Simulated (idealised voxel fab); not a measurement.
process module | voxel tone inversion
cross-section cut | 295 nm wide | cells 5 nm
A cross-section is a grid of square cells, given in bands from the top down. A band is one or more rows of cells.
Each band's line starts with the height of the band's top and of its bottom, in nm. Then come its materials from left to right, each with its width in nm. One material with "throughout" fills the band from edge to edge. "air" is empty space.
Height 0 is the level under which the wafer as received is all one material. The lowest band goes on downwards, as in "0 down".
A width such as "30 to 40" changes by the same amount from each row of cells to the next, from the band's top row to its bottom row.
"no change" after a step means that no cell of the cross-section changed.
closed voids: empty space of 8 cells or more with no open way to the top, each as width x height at its distance from the left edge, in nm
after a step's settings: what the simulator itself notes on the step
overlay nm, on a step with a mask: how far to the right of its planned place the mask lay; to the left if negative
plan
1 op RECEIVE | material Si
2 op CONFORMAL_DEP | material SiN | thk nm 5
3 op DIRECTIONAL_DEP | material aC | thk nm 20
4 op PATTERN | tone cover | mask id POSTS | material resist | width nm 25 | pitch nm 50 | thk nm 30 | overlay nm 0
5 op DIRECTIONAL_ETCH | etch materials aC | depth nm 20
6 op STRIP | etch materials resist
7 op FILL_DEP | material SiO2 | thk nm 5
8 op CMP | height nm 25
9 op STRIP | etch materials aC
as received, after step 1
  0 down: Si throughout
  closed voids: none
a wafer at the end: this start, this plan, one mistake
  25 to 5: SiO2 50 | air 25 | SiO2 25 | air 25 | SiO2 25 | air 25 | SiO2 25 | air 25 | SiO2 70
  5 to 0: SiN throughout
  0 down: Si throughout
  closed voids: none
what went wrong: step 4 ran as: op PATTERN | tone cover | mask id POSTS | material resist | width nm 25 | pitch nm 50 | thk nm 30 | overlay nm -10
